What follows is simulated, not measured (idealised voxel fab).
Process module in this document: voxel trench capacitor
Square cells of 5 nm make up the cross-section cut, whose width is 235 nm.
A cross-section is written here as square cells arranged in a grid, and it is given in bands from the top down, each band taking up one or more rows of cells.
Per band: top height and bottom height in nm, followed by the left-to-right materials and their widths in nm; "all across" marks a single material spanning edge to edge, "air" marks empty space.
The reference from which all heights are counted is 0, the level beneath which the as-received wafer is entirely one material; the lowest band, having no lower bound, proceeds downward and is written after the example "0..down".
Width "30->40": first value at the band's top row of cells, second value at its bottom row, equal change from row to row.
Reading "nothing got changed" for a step: not a cell of the cross-section changed in it.
Any empty space of 8 cells or more lacking an open way to the top shows up in "Non-vented voids" as width x height at distance, distance from the left edge, in nm.
That trailing text on a step's line, after the settings, is the simulator's own remark on the step.
If you see "overlay nm" on a step's line and that step has a mask, it's telling you how far right of where it was planned the mask ended up; a negative number means it went left instead.

PLANNED STEP LIST FOR THE PROCESS
1,RECEIVE [material Si]
2,CONFORMAL_DEP [material SiN] [thk nm 5]
3,MASKED_ETCH [tone open] [mask id TRENCH] [width nm 25] [pitch nm 55] [etch materials SiN] [depth nm 5] [overlay nm 0]
4,MASKED_ETCH [tone open] [mask id TRENCH] [width nm 25] [pitch nm 55] [etch materials Si] [depth nm 40] [overlay nm 0]
5,CONFORMAL_DEP [material Al2O3] [thk nm 5]
6,FILL_DEP [material polySi] [thk nm 10]
7,CMP [height nm 5]

FIRST OF THE TWO WAFERS, RUN PER PLAN

CROSS-SECTION: WAFER ON ARRIVAL = AFTER STEP 1
  0..down  Si all across
  Non-vented voids: none

ONCE STEP 2 IS THROUGH, THE WAFER LOOKS LIKE THIS IN CROSS-SECTION
  5..0  SiN all across
  Nothing below the height 0 has changed.

ONCE STEP 3 IS THROUGH, THE WAFER LOOKS LIKE THIS IN CROSS-SECTION
  5..0  SiN=50, air=25, SiN=30, air=25, SiN=30, air=25, SiN=50
  Nothing below the height 0 has changed.

ONCE STEP 4 IS THROUGH, THE WAFER LOOKS LIKE THIS IN CROSS-SECTION
  5..0  SiN=50, air=25, SiN=30, air=25, SiN=30, air=25, SiN=50
  0..-40  Si=50, air=25, Si=30, air=25, Si=30, air=25, Si=50
  Nothing below the height -40 has changed.

ONCE STEP 5 IS THROUGH, THE WAFER LOOKS LIKE THIS IN CROSS-SECTION
  10..5  Al2O3=55, air=15, Al2O3=40, air=15, Al2O3=40, air=15, Al2O3=55
  5..0  SiN=50, Al2O3=5, air=15, Al2O3=5, SiN=30, Al2O3=5, air=15, Al2O3=5, SiN=30, Al2O3=5, air=15, Al2O3=5, SiN=50
  0..-35  Si=50, Al2O3=5, air=15, Al2O3=5, Si=30, Al2O3=5, air=15, Al2O3=5, Si=30, Al2O3=5, air=15, Al2O3=5, Si=50
  -35..-40  Si=50, Al2O3=25, Si=30, Al2O3=25, Si=30, Al2O3=25, Si=50
  Nothing below the height -40 has changed.

ONCE STEP 6 IS THROUGH, THE WAFER LOOKS LIKE THIS IN CROSS-SECTION
  20..10  polySi all across
  10..5  Al2O3=55, polySi=15, Al2O3=40, polySi=15, Al2O3=40, polySi=15, Al2O3=55
  5..0  SiN=50, Al2O3=5, polySi=15, Al2O3=5, SiN=30, Al2O3=5, polySi=15, Al2O3=5, SiN=30, Al2O3=5, polySi=15, Al2O3=5, SiN=50
  0..-35  Si=50, Al2O3=5, polySi=15, Al2O3=5, Si=30, Al2O3=5, polySi=15, Al2O3=5, Si=30, Al2O3=5, polySi=15, Al2O3=5, Si=50
  Nothing below the height -35 has changed.

ONCE STEP 7 IS THROUGH, THE WAFER LOOKS LIKE THIS IN CROSS-SECTION
  5..0  SiN=50, Al2O3=5, polySi=15, Al2O3=5, SiN=30, Al2O3=5, polySi=15, Al2O3=5, SiN=30, Al2O3=5, polySi=15, Al2O3=5, SiN=50
  Nothing below the height 0 has changed.

WAFER TWO. IDENTICAL START, IDENTICAL PLAN. ONE MISTAKE IN EXECUTION. IDENTICAL HISTORY THROUGH STEP 2

CROSS-SECTION OF THE SECOND WAFER AT THE TIME BY WHICH STEP 3 SHOULD HAVE BEEN COMPLETED ACCORDING TO THE PLAN
  5..0  air=50, SiN=25, air=30, SiN=25, air=30, SiN=25, air=50
  Nothing below the height 0 has changed.

Cross-section of the second wafer at the time by which step 4 should have been completed according to the plan: nothing got changed

CROSS-SECTION OF THE SECOND WAFER AT THE TIME BY WHICH STEP 5 SHOULD HAVE BEEN COMPLETED ACCORDING TO THE PLAN
  10..5  air=45, Al2O3=35, air=20, Al2O3=35, air=20, Al2O3=35, air=45
  5..0  Al2O3=50, SiN=25, Al2O3=30, SiN=25, Al2O3=30, SiN=25, Al2O3=50
  Nothing below the height 0 has changed.

CROSS-SECTION OF THE SECOND WAFER AT THE TIME BY WHICH STEP 6 SHOULD HAVE BEEN COMPLETED ACCORDING TO THE PLAN
  20..10  polySi all across
  10..5  polySi=45, Al2O3=35, polySi=20, Al2O3=35, polySi=20, Al2O3=35, polySi=45
  Nothing below the height 5 has changed.

CROSS-SECTION OF THE SECOND WAFER AT THE TIME BY WHICH STEP 7 SHOULD HAVE BEEN COMPLETED ACCORDING TO THE PLAN
  5..0  Al2O3=50, SiN=25, Al2O3=30, SiN=25, Al2O3=30, SiN=25, Al2O3=50
  Nothing below the height 0 has changed.
The mistake made against the process plan was this: for step 3, the planned setting was not used; the step was instead run as MASKED_ETCH [tone cover] [mask id TRENCH] [width nm 25] [pitch nm 55] [etch materials SiN] [depth nm 5] [overlay nm 0]
Per the end-of-run cell counts, the second wafer holds more or fewer of some materials than the first: Al2O3 -31 | Si +120 | SiN -17 | polySi -72
